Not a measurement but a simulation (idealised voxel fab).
Module name: voxel ribs on slabs (process module)
It is cross-section cut that appears here, measuring 185 nm in width, its square cells being 5 nm in size.
This document writes a cross-section as a grid whose cells are square, and gives it as bands, listed from the top down; one or more rows of cells form a band. Per band: top height and bottom height in nm, followed by the left-to-right materials and their widths in nm; "everywhere" marks a single material spanning edge to edge, "blank" marks empty space. Basically, 0 is our baseline, since under it the wafer straight out of the box is all one material. The bottom band has no lower end and keeps on going down, so it looks like "z 0 and below". Graded width ("30 to 40"): value in top row of band = first number; value in bottom row = second number; row-to-row change constant. Take "changes: none" at face value: in the step it is given for, the cross-section changed in none of its cells. Heads up: "Enclosed void catalog" only lists the empty pockets with no open path to the top that are 8 cells or more, and it writes them as width x height at distance, distance from the left edge, in nm. Past the settings on a step's line: simulator remark, on that step. overlay nm: where the mask lay relative to plan, measured to the right, on steps with a mask; negatives go left.

Process steps - plan
step 1: RECEIVE: material Si
step 2: DIRECTIONAL_DEP: material SiO2, thk nm 20
step 3: DIRECTIONAL_DEP: material polySi, thk nm 15
step 4: MASKED_ETCH: tone cover, mask id RIB, width nm 15, etch materials polySi, depth nm 5, overlay nm 0
step 5: MASKED_ETCH: tone cover, mask id SLAB, width nm 55, etch materials polySi, depth nm 10, overlay nm 0
step 6: FILL_DEP: material SiO2, thk nm 20
step 7: CMP: height nm 45
step 8: DIRECTIONAL_DEP: material TiN, thk nm 5
step 9: DIRECTIONAL_DEP: material aC, thk nm 10
step 10: PATTERN: tone cover, mask id HEATER, material resist, width nm 25, thk nm 30, overlay nm 0
step 11: DIRECTIONAL_ETCH: etch materials aC, depth nm 10
step 12: STRIP: etch materials resist
step 13: DIRECTIONAL_ETCH: etch materials TiN, depth nm 5
step 14: STRIP: etch materials aC
step 15: CONFORMAL_DEP: material SiN, thk nm 5

Received-state cross-section, reflecting completion of step 1
> z 0 and below: Si everywhere
> Enclosed void catalog: none

Cross-section at module end, one run error; start and plan unchanged from above
> z 55 to 50: blank=75 | SiN=35 | blank=75
> z 50 to 45: SiN=80 | TiN=25 | SiN=80
> z 45 to 15: SiO2 everywhere
> z 15 to 0: polySi everywhere
> z 0 and below: Si everywhere
> Enclosed void catalog: none
Finding, execution versus plan: steps 2 and 3 of the plan were run in the wrong order, each in the other's place
